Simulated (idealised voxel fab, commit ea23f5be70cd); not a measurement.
Module name: voxel ribs on slabs (process module)
The figure presents cross-section cut, which has a width of 155 nm and is divided into square cells with an edge length of 5 nm.
Just so we're on the same page, the cross-sections are grids of square cells, and they're listed out in bands top to bottom, each band one or more rows deep. The band entry comprises the height of the band's top followed by the height of its bottom, expressed in nm, and subsequently the band's materials from left to right, each stated together with its width in nm. Where a single material is marked with the word "full width", that material fills the band from edge to edge. The word "empty" represents empty space. All heights in this document are referenced to 0, defined as the level beneath which the wafer, as received, consists entirely of one material. The lowest band is not bounded below; it extends indefinitely downward and is written in the form "0 and below". Width "30->40": first value at the band's top row of cells, second value at its bottom row, equal change from row to row. Take "no modification" at face value: in the step it is given for, the cross-section changed in none of its cells. Listed in "Unvented cavities": every empty space of 8 or more cells without an open way to the top. Form: width x height at distance, the distance being from the left edge, all in nm. On each step's line, the part that comes after the settings is the simulator's own comment on the step. overlay nm: right-of-plan distance of the mask on a masked step; negative values mean left-of-plan.
Planned process steps:
step 1: RECEIVE,material Si
step 2: DIRECTIONAL_DEP,material SiO2,thk nm 25
step 3: DIRECTIONAL_DEP,material SiN,thk nm 20
step 4: DIRECTIONAL_DEP,material aC,thk nm 10
step 5: PATTERN,tone cover,mask id RIB,material resist,width nm 30,thk nm 25,overlay nm 0
step 6: DIRECTIONAL_ETCH,etch materials aC,depth nm 10
step 7: STRIP,etch materials resist
step 8: DIRECTIONAL_ETCH,etch materials SiN,depth nm 5
step 9: STRIP,etch materials aC
step 10: MASKED_ETCH,tone cover,mask id SLAB,width nm 90,etch materials SiN,depth nm 15,overlay nm 0
step 11: FILL_DEP,material SiO2,thk nm 25
step 12: CMP,height nm 60
step 13: DIRECTIONAL_DEP,material W,thk nm 5
step 14: DIRECTIONAL_DEP,material aC,thk nm 15
step 15: PATTERN,tone cover,mask id HEATER,material resist,width nm 40,thk nm 30,overlay nm 0
step 16: DIRECTIONAL_ETCH,etch materials aC,depth nm 15
step 17: STRIP,etch materials resist
step 18: DIRECTIONAL_ETCH,etch materials W,depth nm 5
step 19: STRIP,etch materials aC
step 20: CONFORMAL_DEP,material SiO2,thk nm 10
Account of the first of two wafers, which was processed as intended:
Cross-sectional view of the wafer in its as-received condition, corresponding to the state after step 1:
  0 and below | Si full width
  Unvented cavities: none
Wafer xsec, post step 2:
  25 down to 0 | SiO2 full width
  below 0: unchanged
Wafer xsec, post step 3:
  45 down to 25 | SiN full width
  below 25: unchanged
Wafer xsec, post step 4:
  55 down to 45 | aC full width
  below 45: unchanged
Wafer xsec, post step 5:
  80 down to 55 | empty: 60; resist: 30; empty: 65
  below 55: unchanged
Wafer xsec, post step 6:
  70 down to 55 | empty: 60; resist: 30; empty: 65
  55 down to 45 | empty: 60; aC: 30; empty: 65
  below 45: unchanged
Wafer xsec, post step 7:
  55 down to 45 | empty: 60; aC: 30; empty: 65
  below 45: unchanged
Wafer xsec, post step 8:
  55 down to 45 | empty: 60; aC: 30; empty: 65
  45 down to 40 | empty: 60; SiN: 30; empty: 65
  below 40: unchanged
Wafer xsec, post step 9:
  45 down to 40 | empty: 60; SiN: 30; empty: 65
  below 40: unchanged
Wafer xsec, post step 10:
  45 down to 40 | empty: 60; SiN: 30; empty: 65
  40 down to 25 | empty: 30; SiN: 90; empty: 35
  below 25: unchanged
Wafer xsec, post step 11:
  70 down to 45 | SiO2 full width
  45 down to 40 | SiO2: 60; SiN: 30; SiO2: 65
  40 down to 25 | SiO2: 30; SiN: 90; SiO2: 35
  below 25: unchanged
Wafer xsec, post step 12:
  60 down to 45 | SiO2 full width
  below 45: unchanged
Wafer xsec, post step 13:
  65 down to 60 | W full width
  below 60: unchanged
Wafer xsec, post step 14:
  80 down to 65 | aC full width
  below 65: unchanged
Wafer xsec, post step 15:
  110 down to 80 | empty: 55; resist: 40; empty: 60
  below 80: unchanged
Wafer xsec, post step 16:
  95 down to 80 | empty: 55; resist: 40; empty: 60
  80 down to 65 | empty: 55; aC: 40; empty: 60
  below 65: unchanged
Wafer xsec, post step 17:
  80 down to 65 | empty: 55; aC: 40; empty: 60
  below 65: unchanged
Wafer xsec, post step 18:
  80 down to 65 | empty: 55; aC: 40; empty: 60
  65 down to 60 | empty: 55; W: 40; empty: 60
  below 60: unchanged
Wafer xsec, post step 19:
  65 down to 60 | empty: 55; W: 40; empty: 60
  below 60: unchanged
Wafer xsec, post step 20:
  75 down to 70 | empty: 45; SiO2: 60; empty: 50
  70 down to 65 | SiO2 full width
  65 down to 60 | SiO2: 55; W: 40; SiO2: 60
  below 60: unchanged
Wafer two. Same start, same plan, one slip in execution. Same as wafer one through step 19, inclusive:
Cross-section, second wafer, at the end time the plan gives for step 20: no modification
What went wrong in running the wafer? heads up, step 20 of the plan was skipped and never actually ran
The closing comparison, in cells, has the second wafer with more or fewer of some materials than the first: -66 SiO2
